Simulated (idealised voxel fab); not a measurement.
process module | voxel quadruple lines
cross-section cut | 255 nm wide | cells 5 nm
A cross-section is a grid of square cells, given in bands from the top down. A band is one or more rows of cells.
Each band's line starts with the height of the band's top and of its bottom, in nm. Then come its materials from left to right, each with its width in nm. One material with "throughout" fills the band from edge to edge. "air" is empty space.
Height 0 is the level under which the wafer as received is all one material. The lowest band goes on downwards, as in "0 down".
A width such as "30 to 40" changes by the same amount from each row of cells to the next, from the band's top row to its bottom row.
"no change" after a step means that no cell of the cross-section changed.
closed voids: empty space of 8 cells or more with no open way to the top, each as width x height at its distance from the left edge, in nm
after a step's settings: what the simulator itself notes on the step
overlay nm, on a step with a mask: how far to the right of its planned place the mask lay; to the left if negative
plan
1 op RECEIVE | material Si
2 op CONFORMAL_DEP | material Al2O3 | thk nm 10
3 op DIRECTIONAL_DEP | material W | thk nm 15
4 op DIRECTIONAL_DEP | material polySi | thk nm 5
5 op DIRECTIONAL_DEP | material aC | thk nm 20
6 op PATTERN | tone cover | mask id MANDREL | material resist | width nm 30 | thk nm 30 | overlay nm 0
7 op DIRECTIONAL_ETCH | etch materials aC | depth nm 20
8 op STRIP | etch materials resist
9 op CONFORMAL_DEP | material SiO2 | thk nm 10
10 op DIRECTIONAL_ETCH | etch materials SiO2 | depth nm 10
11 op STRIP | etch materials aC
12 op DIRECTIONAL_ETCH | etch materials polySi | depth nm 15
13 op STRIP | etch materials SiO2
14 op CONFORMAL_DEP | material SiN | thk nm 10
15 op DIRECTIONAL_ETCH | etch materials SiN | depth nm 10
16 op STRIP | etch materials polySi
17 op DIRECTIONAL_ETCH | etch materials W | depth nm 15
18 op STRIP | etch materials SiN
varied across the wafers: thk nm of step 4. The plan shows the first wafer's value. All wafers start alike
first wafer as received, after step 1
  0 down: Si throughout
  closed voids: none
first wafer at the end, after step 18
  25 to 10: air 90 | W 10 | air 10 | W 10 | air 10 | W 10 | air 10 | W 10 | air 95
  10 to 0: Al2O3 throughout
  0 down: Si throughout
  closed voids: none
last wafer at the end
  10 to 0: Al2O3 throughout
  0 down: Si throughout
  closed voids: none
each wafer at the end: cells of each material gained (+) or lost (-) since it was received, then its closed voids
thk nm 5 | +102 Al2O3 | +24 W | closed voids: none
thk nm 10 | +102 Al2O3 | +24 W | closed voids: none
thk nm 15 | +102 Al2O3 | +24 W | closed voids: none
thk nm 20 | +102 Al2O3 | closed voids: none
thk nm 25 | +102 Al2O3 | closed voids: none
thk nm 30 | +102 Al2O3 | closed voids: none
